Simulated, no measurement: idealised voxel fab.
This is a process module. Its name is voxel fin reveal.
The cross-section on display is named cut; it measures 280 nm wide, and its cells are 5 nm squares.
Throughout this document, each cross-section is represented as a grid of square cells and is presented as a sequence of bands enumerated from the top downward, where a band comprises one or more rows of cells. Band entry format. Leading values: height of top, height of bottom, nm. Remainder: materials in left-to-right order, each with its width in nm. Special words: "edge to edge" on a single material, which then fills the band edge to edge; "empty", empty space. The reference from which all heights are counted is 0, the level beneath which the as-received wafer is entirely one material; the lowest band, having no lower bound, proceeds downward and is written after the example "0 and below". Top row gets the first number, bottom row gets the second, and each row in between changes by the same step: that is how a band width like "30 to 40" works. A step reported as "same as before" is a step in which no cell of the cross-section changed. Empty spaces without an open route to the top, at least 8 cells in extent, make up the entry "Unvented cavities"; each is given as width x height at distance, where the distance is measured from the left edge, and all are in nm. Note: text after step settings on the step line = simulator remark on that step. If you see "overlay nm" on a step's line and that step has a mask, it's telling you how far right of where it was planned the mask ended up; a negative number means it went left instead.

### Process steps (planned)
1) op RECEIVE | material Si
2) op CONFORMAL_DEP | material SiN | thk nm 5
3) op PATTERN | tone cover | mask id FINS | material resist | width nm 15 | pitch nm 40 | thk nm 20 | overlay nm 0
4) op DIRECTIONAL_ETCH | etch materials SiN | depth nm 5
5) op DIRECTIONAL_ETCH | etch materials Si | depth nm 40
6) op STRIP | etch materials resist
7) op OXIDIZE | depth nm 5
8) op FILL_DEP | material SiO2 | thk nm 15
9) op CMP | height nm 5
10) op SELECTIVE_ETCH | etch materials SiO2 | depth nm 35
11) op STRIP | etch materials SiN

### The first wafer of two, processed as planned

### As-received wafer cross-section (after step 1)
0 and below  Si edge to edge
Unvented cavities: none

### Wafer after step 2 (cross-section)
5 down to 0  SiN edge to edge
Below 0 it's all the same as before, nothing changed down there.

### Wafer after step 3 (cross-section)
25 down to 5  70 empty; 15 resist; 25 empty; 15 resist; 25 empty; 15 resist; 25 empty; 15 resist; 75 empty
Below 5 it's all the same as before, nothing changed down there.

### Wafer after step 4 (cross-section)
25 down to 5  70 empty; 15 resist; 25 empty; 15 resist; 25 empty; 15 resist; 25 empty; 15 resist; 75 empty
5 down to 0  70 empty; 15 SiN; 25 empty; 15 SiN; 25 empty; 15 SiN; 25 empty; 15 SiN; 75 empty
Below 0 it's all the same as before, nothing changed down there.

### Wafer after step 5 (cross-section)
25 down to 5  70 empty; 15 resist; 25 empty; 15 resist; 25 empty; 15 resist; 25 empty; 15 resist; 75 empty
5 down to 0  70 empty; 15 SiN; 25 empty; 15 SiN; 25 empty; 15 SiN; 25 empty; 15 SiN; 75 empty
0 down to -40  70 empty; 15 Si; 25 empty; 15 Si; 25 empty; 15 Si; 25 empty; 15 Si; 75 empty
Below -40 it's all the same as before, nothing changed down there.

### Wafer after step 6 (cross-section)
5 down to 0  70 empty; 15 SiN; 25 empty; 15 SiN; 25 empty; 15 SiN; 25 empty; 15 SiN; 75 empty
Below 0 it's all the same as before, nothing changed down there.

### Wafer after step 7 (cross-section)
5 down to 0  70 empty; 15 SiN; 25 empty; 15 SiN; 25 empty; 15 SiN; 25 empty; 15 SiN; 75 empty
0 down to -40  70 empty; 5 SiO2; 5 Si; 5 SiO2; 25 empty; 5 SiO2; 5 Si; 5 SiO2; 25 empty; 5 SiO2; 5 Si; 5 SiO2; 25 empty; 5 SiO2; 5 Si; 5 SiO2; 75 empty
-40 down to -45  75 SiO2; 5 Si; 35 SiO2; 5 Si; 35 SiO2; 5 Si; 35 SiO2; 5 Si; 80 SiO2
Below -45 it's all the same as before, nothing changed down there.

### Wafer after step 8 (cross-section)
20 down to 5  SiO2 edge to edge
5 down to 0  70 SiO2; 15 SiN; 25 SiO2; 15 SiN; 25 SiO2; 15 SiN; 25 SiO2; 15 SiN; 75 SiO2
0 down to -45  75 SiO2; 5 Si; 35 SiO2; 5 Si; 35 SiO2; 5 Si; 35 SiO2; 5 Si; 80 SiO2
Below -45 it's all the same as before, nothing changed down there.

### Wafer after step 9 (cross-section)
5 down to 0  70 SiO2; 15 SiN; 25 SiO2; 15 SiN; 25 SiO2; 15 SiN; 25 SiO2; 15 SiN; 75 SiO2
Below 0 it's all the same as before, nothing changed down there.

### Wafer after step 10 (cross-section)
5 down to 0  70 empty; 15 SiN; 25 empty; 15 SiN; 25 empty; 15 SiN; 25 empty; 15 SiN; 75 empty
0 down to -30  75 empty; 5 Si; 35 empty; 5 Si; 35 empty; 5 Si; 35 empty; 5 Si; 80 empty
Below -30 it's all the same as before, nothing changed down there.

### Wafer after step 11 (cross-section)
0 down to -30  75 empty; 5 Si; 35 empty; 5 Si; 35 empty; 5 Si; 35 empty; 5 Si; 80 empty
Below -30 it's all the same as before, nothing changed down there.

### Wafer two. Same start, same plan, one slip in execution. Same as wafer one through step 2, inclusive

### Second wafer, section view, time point: scheduled end of step 3
25 down to 5  65 empty; 25 resist; 15 empty; 25 resist; 15 empty; 25 resist; 15 empty; 25 resist; 70 empty
Below 5 it's all the same as before, nothing changed down there.

### Second wafer, section view, time point: scheduled end of step 4
25 down to 5  65 empty; 25 resist; 15 empty; 25 resist; 15 empty; 25 resist; 15 empty; 25 resist; 70 empty
5 down to 0  65 empty; 25 SiN; 15 empty; 25 SiN; 15 empty; 25 SiN; 15 empty; 25 SiN; 70 empty
Below 0 it's all the same as before, nothing changed down there.

### Second wafer, section view, time point: scheduled end of step 5
25 down to 5  65 empty; 25 resist; 15 empty; 25 resist; 15 empty; 25 resist; 15 empty; 25 resist; 70 empty
5 down to 0  65 empty; 25 SiN; 15 empty; 25 SiN; 15 empty; 25 SiN; 15 empty; 25 SiN; 70 empty
0 down to -40  65 empty; 25 Si; 15 empty; 25 Si; 15 empty; 25 Si; 15 empty; 25 Si; 70 empty
Below -40 it's all the same as before, nothing changed down there.

### Second wafer, section view, time point: scheduled end of step 6
5 down to 0  65 empty; 25 SiN; 15 empty; 25 SiN; 15 empty; 25 SiN; 15 empty; 25 SiN; 70 empty
Below 0 it's all the same as before, nothing changed down there.

### Second wafer, section view, time point: scheduled end of step 7
5 down to 0  65 empty; 25 SiN; 15 empty; 25 SiN; 15 empty; 25 SiN; 15 empty; 25 SiN; 70 empty
0 down to -40  65 empty; 5 SiO2; 15 Si; 5 SiO2; 15 empty; 5 SiO2; 15 Si; 5 SiO2; 15 empty; 5 SiO2; 15 Si; 5 SiO2; 15 empty; 5 SiO2; 15 Si; 5 SiO2; 70 empty
-40 down to -45  70 SiO2; 15 Si; 25 SiO2; 15 Si; 25 SiO2; 15 Si; 25 SiO2; 15 Si; 75 SiO2
Below -45 it's all the same as before, nothing changed down there.

### Second wafer, section view, time point: scheduled end of step 8
20 down to 5  SiO2 edge to edge
5 down to 0  65 SiO2; 25 SiN; 15 SiO2; 25 SiN; 15 SiO2; 25 SiN; 15 SiO2; 25 SiN; 70 SiO2
0 down to -45  70 SiO2; 15 Si; 25 SiO2; 15 Si; 25 SiO2; 15 Si; 25 SiO2; 15 Si; 75 SiO2
Below -45 it's all the same as before, nothing changed down there.

### Second wafer, section view, time point: scheduled end of step 9
5 down to 0  65 SiO2; 25 SiN; 15 SiO2; 25 SiN; 15 SiO2; 25 SiN; 15 SiO2; 25 SiN; 70 SiO2
Below 0 it's all the same as before, nothing changed down there.

### Second wafer, section view, time point: scheduled end of step 10
5 down to 0  65 empty; 25 SiN; 15 empty; 25 SiN; 15 empty; 25 SiN; 15 empty; 25 SiN; 70 empty
0 down to -30  70 empty; 15 Si; 25 empty; 15 Si; 25 empty; 15 Si; 25 empty; 15 Si; 75 empty
Below -30 it's all the same as before, nothing changed down there.

### Second wafer, section view, time point: scheduled end of step 11
0 down to -30  70 empty; 15 Si; 25 empty; 15 Si; 25 empty; 15 Si; 25 empty; 15 Si; 75 empty
Below -30 it's all the same as before, nothing changed down there.
What was done differently from what was planned? step 3 did not use the planned setting and instead ran as op PATTERN | tone cover | mask id FINS | material resist | width nm 25 | pitch nm 40 | thk nm 20 | overlay nm 0
Per the end-of-run cell counts, the second wafer holds more or fewer of some materials than the first: Si +72; SiO2 -24
